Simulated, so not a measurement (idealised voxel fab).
process module | voxel plated lines
240 nm wide, 5 nm square cells: that's cross-section cut.
A cross-section is written here as square cells arranged in a grid, and it is given in bands from the top down, each band taking up one or more rows of cells.
Top height, bottom height, nm. Materials left to right, width each, nm. Single material + "edge to edge" = fills band edge to edge. "blank" = empty.
Zero point of the height axis is 0; under it, received wafer = one material. Lowest band: continues down indefinitely, "top 0, no bottom".
Per-row width for "30->40": begins at first number (top row of band), ends at second number (bottom row), increment between rows held constant.
Step marked "everything unchanged"? Then no cell in the cross-section changed in it.
"Fully enclosed voids" lists enclosed empty spaces (at least 8 cells, no open path upward to the top), each as width x height at distance from the left edge, in nm.
Step line, after settings: the simulator's comment on this step.
When a step includes a mask, the "overlay nm" setting on its line states how far to the right of its planned place that mask lay, and negative values state how far to the left.
**The following list gives the planned process steps**
1,RECEIVE (material Si)
2,CONFORMAL_DEP (material Al2O3; thk nm 5)
3,DIRECTIONAL_DEP (material TiN; thk nm 5)
4,PATTERN (tone open; mask id LINES; material resist; width nm 20; pitch nm 50; thk nm 40; overlay nm 0)
5,EPI (material Ru; thk nm 10)
6,EPI (material Ru; thk nm 10)
7,EPI (material Ru; thk nm 5)
8,STRIP (etch materials resist)
9,DIRECTIONAL_ETCH (etch materials TiN; depth nm 5)
10,CONFORMAL_DEP (material SiO2; thk nm 10)
**Cross-section of the incoming wafer, state after step 1**
* top 0, no bottom  Si edge to edge
* Fully enclosed voids: none
**Cross-sectional image of the first of two wafers at the end of the module, the run having proceeded as planned**
* top 45, bottom 35  blank 25 / SiO2 40 / blank 10 / SiO2 40 / blank 10 / SiO2 40 / blank 10 / SiO2 40 / blank 25
* top 35, bottom 15  blank 25 / SiO2 10 / Ru 20 / SiO2 10 / blank 10 / SiO2 10 / Ru 20 / SiO2 10 / blank 10 / SiO2 10 / Ru 20 / SiO2 10 / blank 10 / SiO2 10 / Ru 20 / SiO2 10 / blank 25
* top 15, bottom 10  SiO2 35 / Ru 20 / SiO2 30 / Ru 20 / SiO2 30 / Ru 20 / SiO2 30 / Ru 20 / SiO2 35
* top 10, bottom 5  SiO2 35 / TiN 20 / SiO2 30 / TiN 20 / SiO2 30 / TiN 20 / SiO2 30 / TiN 20 / SiO2 35
* top 5, bottom 0  Al2O3 edge to edge
* top 0, no bottom  Si edge to edge
* Fully enclosed voids: none
**Cross-section at end of module for the second wafer of two, which matched the first in starting point and plan and differed by one mistake in its processing**
* top 35, bottom 25  blank 25 / SiO2 40 / blank 10 / SiO2 40 / blank 10 / SiO2 40 / blank 10 / SiO2 40 / blank 25
* top 25, bottom 15  blank 25 / SiO2 10 / Ru 20 / SiO2 10 / blank 10 / SiO2 10 / Ru 20 / SiO2 10 / blank 10 / SiO2 10 / Ru 20 / SiO2 10 / blank 10 / SiO2 10 / Ru 20 / SiO2 10 / blank 25
* top 15, bottom 10  SiO2 35 / Ru 20 / SiO2 30 / Ru 20 / SiO2 30 / Ru 20 / SiO2 30 / Ru 20 / SiO2 35
* top 10, bottom 5  SiO2 35 / TiN 20 / SiO2 30 / TiN 20 / SiO2 30 / TiN 20 / SiO2 30 / TiN 20 / SiO2 35
* top 5, bottom 0  Al2O3 edge to edge
* top 0, no bottom  Si edge to edge
* Fully enclosed voids: none
Processing error: one omitted step among identical steps 5 and 6, identity undeterminable
It is noted that, at the conclusion of processing, the second wafer exhibits a higher or lower cell count for certain materials relative to the first: 32 fewer of Ru, 32 fewer of SiO2
